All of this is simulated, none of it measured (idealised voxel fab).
voxel self aligned contacts: a process module
Xsec cut, 155 nm wide, square cell size 5 nm.
Just so we're on the same page, the cross-sections are grids of square cells, and they're listed out in bands top to bottom, each band one or more rows deep.
Within each band entry, the heights of the top and of the bottom of the band appear first, in that order and in nm; the materials of the band then follow from left to right, each with its corresponding width in nm. The designation "edge to edge" on a single material indicates that it fills the band from edge to edge; the designation "empty" indicates empty space.
Height datum 0, below which the as-received substrate wafer is one material. Lowest band open at the bottom, running downward: "0 -> down".
Per-row width for "30..40": begins at first number (top row of band), ends at second number (bottom row), increment between rows held constant.
What does "all unchanged" mean for a step? It means no cell of the cross-section changed in that step.
Under "Enclosed void entries" you'll find the enclosed gaps, the ones with no way out to the top, that are 8 cells or bigger; each reads width x height at distance, with distance counted from the left edge, everything in nm.
On each step's line, the part that comes after the settings is the simulator's own comment on the step.
"overlay nm" answers the question of how far to the right of plan the mask lay on a step that has a mask, and when it is negative the answer is to the left.

Plan:
1: RECEIVE [material Si]
2: OXIDIZE [depth nm 5]
3: DIRECTIONAL_DEP [material polySi] [thk nm 30]
4: DIRECTIONAL_DEP [material SiN] [thk nm 25]
5: PATTERN [tone cover] [mask id GATE] [material resist] [width nm 25] [pitch nm 65] [thk nm 20] [overlay nm 0]
6: DIRECTIONAL_ETCH [etch materials SiN] [depth nm 25]
7: DIRECTIONAL_ETCH [etch materials polySi] [depth nm 30]
8: STRIP [etch materials resist]
9: CONFORMAL_DEP [material SiN] [thk nm 10]
10: DIRECTIONAL_ETCH [etch materials SiN] [depth nm 10]
11: FILL_DEP [material SiO2] [thk nm 20]
12: CMP [height nm 65]
13: PATTERN [tone open] [mask id CONTACT] [material resist] [width nm 50] [thk nm 20] [overlay nm 0]
14: DIRECTIONAL_ETCH [etch materials SiO2] [depth nm 70]
15: STRIP [etch materials resist]
16: CONFORMAL_DEP [material TiN] [thk nm 5]
17: FILL_DEP [material W] [thk nm 5]
18: CMP [height nm 65]
19: CONFORMAL_DEP [material SiN] [thk nm 5]

This is the cross-section of the wafer as we received it, i.e. after step 1:
    0 -> down: Si edge to edge
    Enclosed void entries: none

One mistake in running the module, otherwise start and plan as above: cross-section at the end:
    65 -> 60: SiN edge to edge
    60 -> 55: SiO2 (50) | TiN (20) | W (10) | TiN (20) | SiO2 (55)
    55 -> 30: SiO2 (20) | SiN (45) | TiN (5) | W (10) | TiN (5) | SiN (45) | SiO2 (25)
    30 -> 0: SiO2 (20) | SiN (10) | polySi (25) | SiN (10) | TiN (5) | W (10) | TiN (5) | SiN (10) | polySi (25) | SiN (10) | SiO2 (25)
    0 -> -5: SiO2 (65) | TiN (20) | SiO2 (70)
    -5 -> down: Si edge to edge
    Enclosed void entries: none
Which mistake was made when the wafer was run? step 18 ran differently from the plan; actual operation with settings: CMP [height nm 60]
